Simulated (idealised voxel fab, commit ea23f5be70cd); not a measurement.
process module | voxel transistor to metal
cross-section cut | 280 nm wide | cells 5 nm
A cross-section is a grid of square cells, given in bands from the top down. A band is one or more rows of cells.
Each band's line starts with the height of the band's top and of its bottom, in nm. Then come its materials from left to right, each with its width in nm. One material with "throughout" fills the band from edge to edge. "air" is empty space.
Height 0 is the level under which the wafer as received is all one material. The lowest band goes on downwards, as in "0 down".
A width such as "30 to 40" changes by the same amount from each row of cells to the next, from the band's top row to its bottom row.
"no change" after a step means that no cell of the cross-section changed.
closed voids: empty space of 8 cells or more with no open way to the top, each as width x height at its distance from the left edge, in nm
after a step's settings: what the simulator itself notes on the step
overlay nm, on a step with a mask: how far to the right of its planned place the mask lay; to the left if negative
plan
1 op RECEIVE | material Si
2 op OXIDIZE | depth nm 5
3 op CONFORMAL_DEP | material SiN | thk nm 10
4 op MASKED_ETCH | tone cover | mask id ACTIVE | width nm 110 | pitch nm 140 | etch materials SiN | depth nm 10 | overlay nm 0
5 op MASKED_ETCH | tone cover | mask id ACTIVE | width nm 110 | pitch nm 140 | etch materials SiO2 | depth nm 5 | overlay nm 0
6 op MASKED_ETCH | tone cover | mask id ACTIVE | width nm 110 | pitch nm 140 | etch materials Si | depth nm 25 | overlay nm 0
7 op FILL_DEP | material SiO2 | thk nm 15
8 op CMP | height nm 10
9 op SELECTIVE_ETCH | etch materials SiO2 | depth nm 5
10 op STRIP | etch materials SiN
11 op SELECTIVE_ETCH | etch materials SiO2 | depth nm 5
12 op OXIDIZE | depth nm 5
13 op DIRECTIONAL_DEP | material polySi | thk nm 20
14 op DIRECTIONAL_DEP | material SiCN | thk nm 15
15 op DIRECTIONAL_DEP | material aC | thk nm 10
16 op PATTERN | tone cover | mask id GATE | material resist | width nm 30 | pitch nm 140 | thk nm 30 | overlay nm 0
17 op DIRECTIONAL_ETCH | etch materials aC | depth nm 10
18 op STRIP | etch materials resist
19 op DIRECTIONAL_ETCH | etch materials SiCN | depth nm 25
20 op DIRECTIONAL_ETCH | etch materials polySi | depth nm 30
21 op STRIP | etch materials aC
22 op CONFORMAL_DEP | material SiN | thk nm 10
23 op DIRECTIONAL_ETCH | etch materials SiN | depth nm 10
24 op DIRECTIONAL_ETCH | etch materials SiO2 | depth nm 5
25 op DIRECTIONAL_ETCH | etch materials Si | depth nm 5
26 op EPI | material pSi | thk nm 5
27 op FILL_DEP | material SiO2 | thk nm 5
28 op CMP | height nm 15
29 op STRIP | etch materials polySi
30 op SELECTIVE_ETCH | etch materials SiO2 | depth nm 5
31 op CONFORMAL_DEP | material HfO2 | thk nm 5
32 op CONFORMAL_DEP | material TiN | thk nm 5
33 op FILL_DEP | material W | thk nm 5
34 op CMP | height nm 10
35 op DIRECTIONAL_DEP | material SiO2 | thk nm 15
36 op DIRECTIONAL_DEP | material aC | thk nm 10
37 op PATTERN | tone open | mask id CONTACT | material resist | width nm 20 | thk nm 25 | overlay nm 0
38 op DIRECTIONAL_ETCH | etch materials aC | depth nm 10
39 op STRIP | etch materials resist
40 op DIRECTIONAL_ETCH | etch materials SiO2 | depth nm 35
41 op STRIP | etch materials aC
42 op CONFORMAL_DEP | material TiN | thk nm 5
43 op FILL_DEP | material W | thk nm 10
44 op CMP | height nm 25
45 op CONFORMAL_DEP | material SiN | thk nm 5
46 op DIRECTIONAL_DEP | material SiO2 | thk nm 20
47 op DIRECTIONAL_DEP | material aC | thk nm 15
48 op PATTERN | tone open | mask id METAL_1 | material resist | width nm 20 | thk nm 35 | overlay nm 0
49 op DIRECTIONAL_ETCH | etch materials aC | depth nm 15
50 op STRIP | etch materials resist
51 op DIRECTIONAL_ETCH | etch materials SiO2 | depth nm 20
52 op DIRECTIONAL_ETCH | etch materials SiN | depth nm 5
53 op STRIP | etch materials aC
54 op CONFORMAL_DEP | material TiN | thk nm 5
55 op FILL_DEP | material Cu | thk nm 5
56 op CMP | height nm 50
57 op EPI | material Ru | thk nm 5
58 op FILL_DEP | material SiCN | thk nm 5
59 op DIRECTIONAL_DEP | material lowk | thk nm 30
60 op MASKED_ETCH | tone open | mask id METAL_2_HOLES | width nm 15 | pitch nm 140 | etch materials lowk | depth nm 30 | overlay nm 0
61 op PATTERN | tone open | mask id METAL_2 | material resist | width nm 20 | pitch nm 140 | thk nm 15 | overlay nm 0
62 op DIRECTIONAL_ETCH | etch materials lowk | depth nm 15
63 op DIRECTIONAL_ETCH | etch materials SiCN | depth nm 5
64 op STRIP | etch materials resist
65 op CONFORMAL_DEP | material TiN | thk nm 5
66 op FILL_DEP | material Cu | thk nm 5
67 op CMP | height nm 90
68 op CONFORMAL_DEP | material SiCN | thk nm 5
first wafer, as planned
as received, after step 1
  0 down: Si throughout
  closed voids: none
after step 2
  0 to -5: SiO2 throughout
  below -5: unchanged
after step 3
  10 to 0: SiN throughout
  below 0: unchanged
after step 4
  10 to 0: air 15 | SiN 110 | air 30 | SiN 110 | air 15
  below 0: unchanged
after step 5
  10 to 0: air 15 | SiN 110 | air 30 | SiN 110 | air 15
  0 to -5: air 15 | SiO2 110 | air 30 | SiO2 110 | air 15
  below -5: unchanged
after step 6
  10 to 0: air 15 | SiN 110 | air 30 | SiN 110 | air 15
  0 to -5: air 15 | SiO2 110 | air 30 | SiO2 110 | air 15
  -5 to -30: air 15 | Si 110 | air 30 | Si 110 | air 15
  below -30: unchanged
after step 7
  25 to 10: SiO2 throughout
  10 to 0: SiO2 15 | SiN 110 | SiO2 30 | SiN 110 | SiO2 15
  0 to -5: SiO2 throughout
  -5 to -30: SiO2 15 | Si 110 | SiO2 30 | Si 110 | SiO2 15
  below -30: unchanged
after step 8
  10 to 0: SiO2 15 | SiN 110 | SiO2 30 | SiN 110 | SiO2 15
  below 0: unchanged
after step 9
  10 to 5: air 15 | SiN 110 | air 30 | SiN 110 | air 15
  below 5: unchanged
after step 10
  5 to 0: SiO2 15 | air 110 | SiO2 30 | air 110 | SiO2 15
  below 0: unchanged
after step 11
  0 to -5: SiO2 10 | air 120 | SiO2 20 | air 120 | SiO2 10
  below -5: unchanged
after step 12
  0 to -5: SiO2 10 | air 120 | SiO2 20 | air 120 | SiO2 10
  -5 to -10: SiO2 throughout
  below -10: unchanged
after step 13
  20 to 15: polySi 10 | air 120 | polySi 20 | air 120 | polySi 10
  15 to 0: polySi throughout
  0 to -5: SiO2 10 | polySi 120 | SiO2 20 | polySi 120 | SiO2 10
  below -5: unchanged
after step 14
  35 to 30: SiCN 10 | air 120 | SiCN 20 | air 120 | SiCN 10
  30 to 20: SiCN throughout
  20 to 15: polySi 10 | SiCN 120 | polySi 20 | SiCN 120 | polySi 10
  below 15: unchanged
after step 15
  45 to 40: aC 10 | air 120 | aC 20 | air 120 | aC 10
  40 to 35: aC throughout
  35 to 30: SiCN 10 | aC 120 | SiCN 20 | aC 120 | SiCN 10
  below 30: unchanged
after step 16
  75 to 45: air 55 | resist 30 | air 110 | resist 30 | air 55
  45 to 40: aC 10 | air 45 | resist 30 | air 45 | aC 20 | air 45 | resist 30 | air 45 | aC 10
  below 40: unchanged
after step 17
  65 to 40: air 55 | resist 30 | air 110 | resist 30 | air 55
  40 to 35: air 55 | aC 30 | air 110 | aC 30 | air 55
  35 to 30: SiCN 10 | air 45 | aC 30 | air 45 | SiCN 20 | air 45 | aC 30 | air 45 | SiCN 10
  below 30: unchanged
after step 18
  40 to 35: air 55 | aC 30 | air 110 | aC 30 | air 55
  below 35: unchanged
after step 19
  40 to 30: air 55 | aC 30 | air 110 | aC 30 | air 55
  30 to 20: air 55 | SiCN 30 | air 110 | SiCN 30 | air 55
  20 to 15: polySi 10 | air 45 | SiCN 30 | air 45 | polySi 20 | air 45 | SiCN 30 | air 45 | polySi 10
  below 15: unchanged
after step 20
  40 to 30: air 55 | aC 30 | air 110 | aC 30 | air 55
  30 to 15: air 55 | SiCN 30 | air 110 | SiCN 30 | air 55
  15 to 0: air 55 | polySi 30 | air 110 | polySi 30 | air 55
  0 to -5: SiO2 10 | air 45 | polySi 30 | air 45 | SiO2 20 | air 45 | polySi 30 | air 45 | SiO2 10
  below -5: unchanged
after step 21
  30 to 15: air 55 | SiCN 30 | air 110 | SiCN 30 | air 55
  below 15: unchanged
after step 22
  40 to 30: air 45 | SiN 50 | air 90 | SiN 50 | air 45
  30 to 15: air 45 | SiN 10 | SiCN 30 | SiN 10 | air 90 | SiN 10 | SiCN 30 | SiN 10 | air 45
  15 to 10: air 45 | SiN 10 | polySi 30 | SiN 10 | air 90 | SiN 10 | polySi 30 | SiN 10 | air 45
  10 to 5: SiN 20 | air 25 | SiN 10 | polySi 30 | SiN 10 | air 25 | SiN 40 | air 25 | SiN 10 | polySi 30 | SiN 10 | air 25 | SiN 20
  5 to 0: SiN 55 | polySi 30 | SiN 110 | polySi 30 | SiN 55
  0 to -5: SiO2 10 | SiN 45 | polySi 30 | SiN 45 | SiO2 20 | SiN 45 | polySi 30 | SiN 45 | SiO2 10
  below -5: unchanged
after step 23
  30 to 15: air 45 | SiN 10 | SiCN 30 | SiN 10 | air 90 | SiN 10 | SiCN 30 | SiN 10 | air 45
  15 to 0: air 45 | SiN 10 | polySi 30 | SiN 10 | air 90 | SiN 10 | polySi 30 | SiN 10 | air 45
  0 to -5: SiO2 10 | SiN 10 | air 25 | SiN 10 | polySi 30 | SiN 10 | air 25 | SiN 10 | SiO2 20 | SiN 10 | air 25 | SiN 10 | polySi 30 | SiN 10 | air 25 | SiN 10 | SiO2 10
  below -5: unchanged
after step 24
  30 to 15: air 45 | SiN 10 | SiCN 30 | SiN 10 | air 90 | SiN 10 | SiCN 30 | SiN 10 | air 45
  15 to 0: air 45 | SiN 10 | polySi 30 | SiN 10 | air 90 | SiN 10 | polySi 30 | SiN 10 | air 45
  0 to -5: air 10 | SiN 10 | air 25 | SiN 10 | polySi 30 | SiN 10 | air 25 | SiN 10 | air 20 | SiN 10 | air 25 | SiN 10 | polySi 30 | SiN 10 | air 25 | SiN 10 | air 10
  -5 to -10: SiO2 20 | air 25 | SiO2 50 | air 25 | SiO2 40 | air 25 | SiO2 50 | air 25 | SiO2 20
  below -10: unchanged
after step 25
  30 to 15: air 45 | SiN 10 | SiCN 30 | SiN 10 | air 90 | SiN 10 | SiCN 30 | SiN 10 | air 45
  15 to 0: air 45 | SiN 10 | polySi 30 | SiN 10 | air 90 | SiN 10 | polySi 30 | SiN 10 | air 45
  0 to -5: air 10 | SiN 10 | air 25 | SiN 10 | polySi 30 | SiN 10 | air 25 | SiN 10 | air 20 | SiN 10 | air 25 | SiN 10 | polySi 30 | SiN 10 | air 25 | SiN 10 | air 10
  -5 to -10: SiO2 20 | air 25 | SiO2 50 | air 25 | SiO2 40 | air 25 | SiO2 50 | air 25 | SiO2 20
  -10 to -15: SiO2 15 | Si 5 | air 25 | Si 50 | air 25 | Si 5 | SiO2 30 | Si 5 | air 25 | Si 50 | air 25 | Si 5 | SiO2 15
  below -15: unchanged
after step 26
  30 to 15: air 45 | SiN 10 | SiCN 30 | SiN 10 | air 90 | SiN 10 | SiCN 30 | SiN 10 | air 45
  15 to 0: air 45 | SiN 10 | polySi 30 | SiN 10 | air 90 | SiN 10 | polySi 30 | SiN 10 | air 45
  0 to -5: air 10 | SiN 10 | air 25 | SiN 10 | polySi 30 | SiN 10 | air 25 | SiN 10 | air 20 | SiN 10 | air 25 | SiN 10 | polySi 30 | SiN 10 | air 25 | SiN 10 | air 10
  -5 to -10: SiO2 20 | pSi 5 | air 15 | pSi 5 | SiO2 50 | pSi 5 | air 15 | pSi 5 | SiO2 40 | pSi 5 | air 15 | pSi 5 | SiO2 50 | pSi 5 | air 15 | pSi 5 | SiO2 20
  -10 to -15: SiO2 15 | Si 5 | pSi 25 | Si 50 | pSi 25 | Si 5 | SiO2 30 | Si 5 | pSi 25 | Si 50 | pSi 25 | Si 5 | SiO2 15
  below -15: unchanged
after step 27
  35 to 30: SiO2 throughout
  30 to 15: SiO2 45 | SiN 10 | SiCN 30 | SiN 10 | SiO2 90 | SiN 10 | SiCN 30 | SiN 10 | SiO2 45
  15 to 0: SiO2 45 | SiN 10 | polySi 30 | SiN 10 | SiO2 90 | SiN 10 | polySi 30 | SiN 10 | SiO2 45
  0 to -5: SiO2 10 | SiN 10 | SiO2 25 | SiN 10 | polySi 30 | SiN 10 | SiO2 25 | SiN 10 | SiO2 20 | SiN 10 | SiO2 25 | SiN 10 | polySi 30 | SiN 10 | SiO2 25 | SiN 10 | SiO2 10
  -5 to -10: SiO2 20 | pSi 5 | SiO2 15 | pSi 5 | SiO2 50 | pSi 5 | SiO2 15 | pSi 5 | SiO2 40 | pSi 5 | SiO2 15 | pSi 5 | SiO2 50 | pSi 5 | SiO2 15 | pSi 5 | SiO2 20
  below -10: unchanged
after step 28
  15 to 0: SiO2 45 | SiN 10 | polySi 30 | SiN 10 | SiO2 90 | SiN 10 | polySi 30 | SiN 10 | SiO2 45
  below 0: unchanged
after step 29
  15 to 0: SiO2 45 | SiN 10 | air 30 | SiN 10 | SiO2 90 | SiN 10 | air 30 | SiN 10 | SiO2 45
  0 to -5: SiO2 10 | SiN 10 | SiO2 25 | SiN 10 | air 30 | SiN 10 | SiO2 25 | SiN 10 | SiO2 20 | SiN 10 | SiO2 25 | SiN 10 | air 30 | SiN 10 | SiO2 25 | SiN 10 | SiO2 10
  below -5: unchanged
after step 30
  15 to 10: air 45 | SiN 10 | air 30 | SiN 10 | air 90 | SiN 10 | air 30 | SiN 10 | air 45
  10 to 0: SiO2 45 | SiN 10 | air 30 | SiN 10 | SiO2 90 | SiN 10 | air 30 | SiN 10 | SiO2 45
  0 to -5: SiO2 10 | SiN 10 | SiO2 25 | SiN 10 | air 30 | SiN 10 | SiO2 25 | SiN 10 | SiO2 20 | SiN 10 | SiO2 25 | SiN 10 | air 30 | SiN 10 | SiO2 25 | SiN 10 | SiO2 10
  -5 to -10: SiO2 20 | pSi 5 | SiO2 15 | pSi 5 | SiO2 5 | air 40 | SiO2 5 | pSi 5 | SiO2 15 | pSi 5 | SiO2 40 | pSi 5 | SiO2 15 | pSi 5 | SiO2 5 | air 40 | SiO2 5 | pSi 5 | SiO2 15 | pSi 5 | SiO2 20
  below -10: unchanged
after step 31
  20 to 15: air 40 | HfO2 20 | air 20 | HfO2 20 | air 80 | HfO2 20 | air 20 | HfO2 20 | air 40
  15 to 10: HfO2 45 | SiN 10 | HfO2 5 | air 20 | HfO2 5 | SiN 10 | HfO2 90 | SiN 10 | HfO2 5 | air 20 | HfO2 5 | SiN 10 | HfO2 45
  10 to 0: SiO2 45 | SiN 10 | HfO2 5 | air 20 | HfO2 5 | SiN 10 | SiO2 90 | SiN 10 | HfO2 5 | air 20 | HfO2 5 | SiN 10 | SiO2 45
  0 to -5: SiO2 10 | SiN 10 | SiO2 25 | SiN 10 | HfO2 5 | air 20 | HfO2 5 | SiN 10 | SiO2 25 | SiN 10 | SiO2 20 | SiN 10 | SiO2 25 | SiN 10 | HfO2 5 | air 20 | HfO2 5 | SiN 10 | SiO2 25 | SiN 10 | SiO2 10
  -5 to -10: SiO2 20 | pSi 5 | SiO2 15 | pSi 5 | SiO2 5 | HfO2 40 | SiO2 5 | pSi 5 | SiO2 15 | pSi 5 | SiO2 40 | pSi 5 | SiO2 15 | pSi 5 | SiO2 5 | HfO2 40 | SiO2 5 | pSi 5 | SiO2 15 | pSi 5 | SiO2 20
  below -10: unchanged
after step 32
  25 to 20: air 35 | TiN 30 | air 10 | TiN 30 | air 70 | TiN 30 | air 10 | TiN 30 | air 35
  20 to 15: TiN 40 | HfO2 20 | TiN 5 | air 10 | TiN 5 | HfO2 20 | TiN 80 | HfO2 20 | TiN 5 | air 10 | TiN 5 | HfO2 20 | TiN 40
  15 to 10: HfO2 45 | SiN 10 | HfO2 5 | TiN 5 | air 10 | TiN 5 | HfO2 5 | SiN 10 | HfO2 90 | SiN 10 | HfO2 5 | TiN 5 | air 10 | TiN 5 | HfO2 5 | SiN 10 | HfO2 45
  10 to 0: SiO2 45 | SiN 10 | HfO2 5 | TiN 5 | air 10 | TiN 5 | HfO2 5 | SiN 10 | SiO2 90 | SiN 10 | HfO2 5 | TiN 5 | air 10 | TiN 5 | HfO2 5 | SiN 10 | SiO2 45
  0 to -5: SiO2 10 | SiN 10 | SiO2 25 | SiN 10 | HfO2 5 | TiN 20 | HfO2 5 | SiN 10 | SiO2 25 | SiN 10 | SiO2 20 | SiN 10 | SiO2 25 | SiN 10 | HfO2 5 | TiN 20 | HfO2 5 | SiN 10 | SiO2 25 | SiN 10 | SiO2 10
  below -5: unchanged
after step 33
  30 to 25: W throughout
  25 to 20: W 35 | TiN 30 | W 10 | TiN 30 | W 70 | TiN 30 | W 10 | TiN 30 | W 35
  20 to 15: TiN 40 | HfO2 20 | TiN 5 | W 10 | TiN 5 | HfO2 20 | TiN 80 | HfO2 20 | TiN 5 | W 10 | TiN 5 | HfO2 20 | TiN 40
  15 to 10: HfO2 45 | SiN 10 | HfO2 5 | TiN 5 | W 10 | TiN 5 | HfO2 5 | SiN 10 | HfO2 90 | SiN 10 | HfO2 5 | TiN 5 | W 10 | TiN 5 | HfO2 5 | SiN 10 | HfO2 45
  10 to 0: SiO2 45 | SiN 10 | HfO2 5 | TiN 5 | W 10 | TiN 5 | HfO2 5 | SiN 10 | SiO2 90 | SiN 10 | HfO2 5 | TiN 5 | W 10 | TiN 5 | HfO2 5 | SiN 10 | SiO2 45
  below 0: unchanged
after step 34
  10 to 0: SiO2 45 | SiN 10 | HfO2 5 | TiN 5 | W 10 | TiN 5 | HfO2 5 | SiN 10 | SiO2 90 | SiN 10 | HfO2 5 | TiN 5 | W 10 | TiN 5 | HfO2 5 | SiN 10 | SiO2 45
  below 0: unchanged
after step 35
  25 to 10: SiO2 throughout
  below 10: unchanged
after step 36
  35 to 25: aC throughout
  below 25: unchanged
after step 37
  60 to 35: resist 20 | air 20 | resist 60 | air 20 | resist 40 | air 20 | resist 60 | air 20 | resist 20
  below 35: unchanged
after step 38
  50 to 35: resist 20 | air 20 | resist 60 | air 20 | resist 40 | air 20 | resist 60 | air 20 | resist 20
  35 to 25: aC 20 | air 20 | aC 60 | air 20 | aC 40 | air 20 | aC 60 | air 20 | aC 20
  below 25: unchanged
after step 39
  35 to 25: aC 20 | air 20 | aC 60 | air 20 | aC 40 | air 20 | aC 60 | air 20 | aC 20
  below 25: unchanged
after step 40
  35 to 25: aC 20 | air 20 | aC 60 | air 20 | aC 40 | air 20 | aC 60 | air 20 | aC 20
  25 to 10: SiO2 20 | air 20 | SiO2 60 | air 20 | SiO2 40 | air 20 | SiO2 60 | air 20 | SiO2 20
  10 to 0: SiO2 20 | air 20 | SiO2 5 | SiN 10 | HfO2 5 | TiN 5 | W 10 | TiN 5 | HfO2 5 | SiN 10 | SiO2 5 | air 20 | SiO2 40 | air 20 | SiO2 5 | SiN 10 | HfO2 5 | TiN 5 | W 10 | TiN 5 | HfO2 5 | SiN 10 | SiO2 5 | air 20 | SiO2 20
  0 to -5: SiO2 10 | SiN 10 | air 20 | SiO2 5 | SiN 10 | HfO2 5 | TiN 20 | HfO2 5 | SiN 10 | SiO2 5 | air 20 | SiN 10 | SiO2 20 | SiN 10 | air 20 | SiO2 5 | SiN 10 | HfO2 5 | TiN 20 | HfO2 5 | SiN 10 | SiO2 5 | air 20 | SiN 10 | SiO2 10
  -5 to -10: SiO2 20 | pSi 5 | air 15 | pSi 5 | SiO2 5 | HfO2 40 | SiO2 5 | pSi 5 | air 15 | pSi 5 | SiO2 40 | pSi 5 | air 15 | pSi 5 | SiO2 5 | HfO2 40 | SiO2 5 | pSi 5 | air 15 | pSi 5 | SiO2 20
  below -10: unchanged
after step 41
  25 to 10: SiO2 20 | air 20 | SiO2 60 | air 20 | SiO2 40 | air 20 | SiO2 60 | air 20 | SiO2 20
  below 10: unchanged
after step 42
  30 to 25: TiN 25 | air 10 | TiN 70 | air 10 | TiN 50 | air 10 | TiN 70 | air 10 | TiN 25
  25 to 10: SiO2 20 | TiN 5 | air 10 | TiN 5 | SiO2 60 | TiN 5 | air 10 | TiN 5 | SiO2 40 | TiN 5 | air 10 | TiN 5 | SiO2 60 | TiN 5 | air 10 | TiN 5 | SiO2 20
  10 to 0: SiO2 20 | TiN 5 | air 10 | TiN 5 | SiO2 5 | SiN 10 | HfO2 5 | TiN 5 | W 10 | TiN 5 | HfO2 5 | SiN 10 | SiO2 5 | TiN 5 | air 10 | TiN 5 | SiO2 40 | TiN 5 | air 10 | TiN 5 | SiO2 5 | SiN 10 | HfO2 5 | TiN 5 | W 10 | TiN 5 | HfO2 5 | SiN 10 | SiO2 5 | TiN 5 | air 10 | TiN 5 | SiO2 20
  0 to -5: SiO2 10 | SiN 10 | TiN 10 | air 5 | TiN 5 | SiO2 5 | SiN 10 | HfO2 5 | TiN 20 | HfO2 5 | SiN 10 | SiO2 5 | TiN 5 | air 5 | TiN 10 | SiN 10 | SiO2 20 | SiN 10 | TiN 10 | air 5 | TiN 5 | SiO2 5 | SiN 10 | HfO2 5 | TiN 20 | HfO2 5 | SiN 10 | SiO2 5 | TiN 5 | air 5 | TiN 10 | SiN 10 | SiO2 10
  -5 to -10: SiO2 20 | pSi 5 | TiN 15 | pSi 5 | SiO2 5 | HfO2 40 | SiO2 5 | pSi 5 | TiN 15 | pSi 5 | SiO2 40 | pSi 5 | TiN 15 | pSi 5 | SiO2 5 | HfO2 40 | SiO2 5 | pSi 5 | TiN 15 | pSi 5 | SiO2 20
  below -10: unchanged
after step 43
  40 to 30: W throughout
  30 to 25: TiN 25 | W 10 | TiN 70 | W 10 | TiN 50 | W 10 | TiN 70 | W 10 | TiN 25
  25 to 10: SiO2 20 | TiN 5 | W 10 | TiN 5 | SiO2 60 | TiN 5 | W 10 | TiN 5 | SiO2 40 | TiN 5 | W 10 | TiN 5 | SiO2 60 | TiN 5 | W 10 | TiN 5 | SiO2 20
  10 to 0: SiO2 20 | TiN 5 | W 10 | TiN 5 | SiO2 5 | SiN 10 | HfO2 5 | TiN 5 | W 10 | TiN 5 | HfO2 5 | SiN 10 | SiO2 5 | TiN 5 | W 10 | TiN 5 | SiO2 40 | TiN 5 | W 10 | TiN 5 | SiO2 5 | SiN 10 | HfO2 5 | TiN 5 | W 10 | TiN 5 | HfO2 5 | SiN 10 | SiO2 5 | TiN 5 | W 10 | TiN 5 | SiO2 20
  0 to -5: SiO2 10 | SiN 10 | TiN 10 | W 5 | TiN 5 | SiO2 5 | SiN 10 | HfO2 5 | TiN 20 | HfO2 5 | SiN 10 | SiO2 5 | TiN 5 | W 5 | TiN 10 | SiN 10 | SiO2 20 | SiN 10 | TiN 10 | W 5 | TiN 5 | SiO2 5 | SiN 10 | HfO2 5 | TiN 20 | HfO2 5 | SiN 10 | SiO2 5 | TiN 5 | W 5 | TiN 10 | SiN 10 | SiO2 10
  below -5: unchanged
after step 44
  25 to 10: SiO2 20 | TiN 5 | W 10 | TiN 5 | SiO2 60 | TiN 5 | W 10 | TiN 5 | SiO2 40 | TiN 5 | W 10 | TiN 5 | SiO2 60 | TiN 5 | W 10 | TiN 5 | SiO2 20
  below 10: unchanged
after step 45
  30 to 25: SiN throughout
  below 25: unchanged
after step 46
  50 to 30: SiO2 throughout
  below 30: unchanged
after step 47
  65 to 50: aC throughout
  below 50: unchanged
after step 48
  100 to 65: resist 20 | air 20 | resist 60 | air 20 | resist 40 | air 20 | resist 60 | air 20 | resist 20
  below 65: unchanged
after step 49
  85 to 65: resist 20 | air 20 | resist 60 | air 20 | resist 40 | air 20 | resist 60 | air 20 | resist 20
  65 to 50: aC 20 | air 20 | aC 60 | air 20 | aC 40 | air 20 | aC 60 | air 20 | aC 20
  below 50: unchanged
after step 50
  65 to 50: aC 20 | air 20 | aC 60 | air 20 | aC 40 | air 20 | aC 60 | air 20 | aC 20
  below 50: unchanged
after step 51
  65 to 50: aC 20 | air 20 | aC 60 | air 20 | aC 40 | air 20 | aC 60 | air 20 | aC 20
  50 to 30: SiO2 20 | air 20 | SiO2 60 | air 20 | SiO2 40 | air 20 | SiO2 60 | air 20 | SiO2 20
  below 30: unchanged
after step 52
  65 to 50: aC 20 | air 20 | aC 60 | air 20 | aC 40 | air 20 | aC 60 | air 20 | aC 20
  50 to 30: SiO2 20 | air 20 | SiO2 60 | air 20 | SiO2 40 | air 20 | SiO2 60 | air 20 | SiO2 20
  30 to 25: SiN 20 | air 20 | SiN 60 | air 20 | SiN 40 | air 20 | SiN 60 | air 20 | SiN 20
  below 25: unchanged
after step 53
  50 to 30: SiO2 20 | air 20 | SiO2 60 | air 20 | SiO2 40 | air 20 | SiO2 60 | air 20 | SiO2 20
  below 30: unchanged
after step 54
  55 to 50: TiN 25 | air 10 | TiN 70 | air 10 | TiN 50 | air 10 | TiN 70 | air 10 | TiN 25
  50 to 30: SiO2 20 | TiN 5 | air 10 | TiN 5 | SiO2 60 | TiN 5 | air 10 | TiN 5 | SiO2 40 | TiN 5 | air 10 | TiN 5 | SiO2 60 | TiN 5 | air 10 | TiN 5 | SiO2 20
  30 to 25: SiN 20 | TiN 20 | SiN 60 | TiN 20 | SiN 40 | TiN 20 | SiN 60 | TiN 20 | SiN 20
  below 25: unchanged
after step 55
  60 to 55: Cu throughout
  55 to 50: TiN 25 | Cu 10 | TiN 70 | Cu 10 | TiN 50 | Cu 10 | TiN 70 | Cu 10 | TiN 25
  50 to 30: SiO2 20 | TiN 5 | Cu 10 | TiN 5 | SiO2 60 | TiN 5 | Cu 10 | TiN 5 | SiO2 40 | TiN 5 | Cu 10 | TiN 5 | SiO2 60 | TiN 5 | Cu 10 | TiN 5 | SiO2 20
  below 30: unchanged
after step 56
  50 to 30: SiO2 20 | TiN 5 | Cu 10 | TiN 5 | SiO2 60 | TiN 5 | Cu 10 | TiN 5 | SiO2 40 | TiN 5 | Cu 10 | TiN 5 | SiO2 60 | TiN 5 | Cu 10 | TiN 5 | SiO2 20
  below 30: unchanged
after step 57
  55 to 50: air 15 | Ru 30 | air 50 | Ru 30 | air 30 | Ru 30 | air 50 | Ru 30 | air 15
  below 50: unchanged
after step 58
  60 to 55: SiCN throughout
  55 to 50: SiCN 15 | Ru 30 | SiCN 50 | Ru 30 | SiCN 30 | Ru 30 | SiCN 50 | Ru 30 | SiCN 15
  below 50: unchanged
after step 59
  90 to 60: lowk throughout
  below 60: unchanged
after step 60
  90 to 60: lowk 20 | air 15 | lowk 125 | air 15 | lowk 105
  below 60: unchanged
after step 61
  105 to 90: resist 20 | air 20 | resist 120 | air 20 | resist 100
  below 90: unchanged
after step 62
  105 to 90: resist 20 | air 20 | resist 120 | air 20 | resist 100
  90 to 75: lowk 20 | air 20 | lowk 120 | air 20 | lowk 100
  below 75: unchanged
after step 63
  105 to 90: resist 20 | air 20 | resist 120 | air 20 | resist 100
  90 to 75: lowk 20 | air 20 | lowk 120 | air 20 | lowk 100
  75 to 60: lowk 20 | air 15 | lowk 125 | air 15 | lowk 105
  60 to 55: SiCN 20 | air 15 | SiCN 125 | air 15 | SiCN 105
  below 55: unchanged
after step 64
  90 to 75: lowk 20 | air 20 | lowk 120 | air 20 | lowk 100
  below 75: unchanged
after step 65
  95 to 90: TiN 25 | air 10 | TiN 130 | air 10 | TiN 105
  90 to 80: lowk 20 | TiN 5 | air 10 | TiN 5 | lowk 120 | TiN 5 | air 10 | TiN 5 | lowk 100
  80 to 75: lowk 20 | TiN 5 | air 5 | TiN 10 | lowk 120 | TiN 5 | air 5 | TiN 10 | lowk 100
  75 to 60: lowk 20 | TiN 5 | air 5 | TiN 5 | lowk 125 | TiN 5 | air 5 | TiN 5 | lowk 105
  60 to 55: SiCN 20 | TiN 15 | SiCN 125 | TiN 15 | SiCN 105
  below 55: unchanged
after step 66
  100 to 95: Cu throughout
  95 to 90: TiN 25 | Cu 10 | TiN 130 | Cu 10 | TiN 105
  90 to 80: lowk 20 | TiN 5 | Cu 10 | TiN 5 | lowk 120 | TiN 5 | Cu 10 | TiN 5 | lowk 100
  80 to 75: lowk 20 | TiN 5 | Cu 5 | TiN 10 | lowk 120 | TiN 5 | Cu 5 | TiN 10 | lowk 100
  75 to 60: lowk 20 | TiN 5 | Cu 5 | TiN 5 | lowk 125 | TiN 5 | Cu 5 | TiN 5 | lowk 105
  below 60: unchanged
after step 67
  90 to 80: lowk 20 | TiN 5 | Cu 10 | TiN 5 | lowk 120 | TiN 5 | Cu 10 | TiN 5 | lowk 100
  below 80: unchanged
after step 68
  95 to 90: SiCN throughout
  below 90: unchanged
second wafer: like start, like plan, one mistake. Through step 57 it matches the first wafer
when step 58 should have ended
  85 to 80: air 15 | lowk 30 | air 50 | lowk 30 | air 30 | lowk 30 | air 50 | lowk 30 | air 15
  80 to 55: lowk throughout
  55 to 50: lowk 15 | Ru 30 | lowk 50 | Ru 30 | lowk 30 | Ru 30 | lowk 50 | Ru 30 | lowk 15
  below 50: unchanged
when step 59 should have ended
  90 to 85: SiCN throughout
  85 to 80: SiCN 15 | lowk 30 | SiCN 50 | lowk 30 | SiCN 30 | lowk 30 | SiCN 50 | lowk 30 | SiCN 15
  below 80: unchanged
when step 60 should have ended: no change
when step 61 should have ended
  105 to 90: resist 20 | air 20 | resist 120 | air 20 | resist 100
  below 90: unchanged
when step 62 should have ended: no change
when step 63 should have ended
  105 to 90: resist 20 | air 20 | resist 120 | air 20 | resist 100
  90 to 85: SiCN 20 | air 20 | SiCN 120 | air 20 | SiCN 100
  below 85: unchanged
when step 64 should have ended
  90 to 85: SiCN 20 | air 20 | SiCN 120 | air 20 | SiCN 100
  below 85: unchanged
when step 65 should have ended
  95 to 90: TiN 25 | air 10 | TiN 130 | air 10 | TiN 105
  90 to 85: SiCN 20 | TiN 20 | SiCN 120 | TiN 20 | SiCN 100
  below 85: unchanged
when step 66 should have ended
  100 to 95: Cu throughout
  95 to 90: TiN 25 | Cu 10 | TiN 130 | Cu 10 | TiN 105
  below 90: unchanged
when step 67 should have ended
  90 to 85: SiCN 20 | TiN 20 | SiCN 120 | TiN 20 | SiCN 100
  below 85: unchanged
when step 68 should have ended
  95 to 90: SiCN throughout
  below 90: unchanged
what went wrong: steps 58 and 59 were swapped
at the end the second wafer has, in cells: 16 fewer of Cu | 2 fewer of SiCN | 24 fewer of TiN | 42 more of lowk
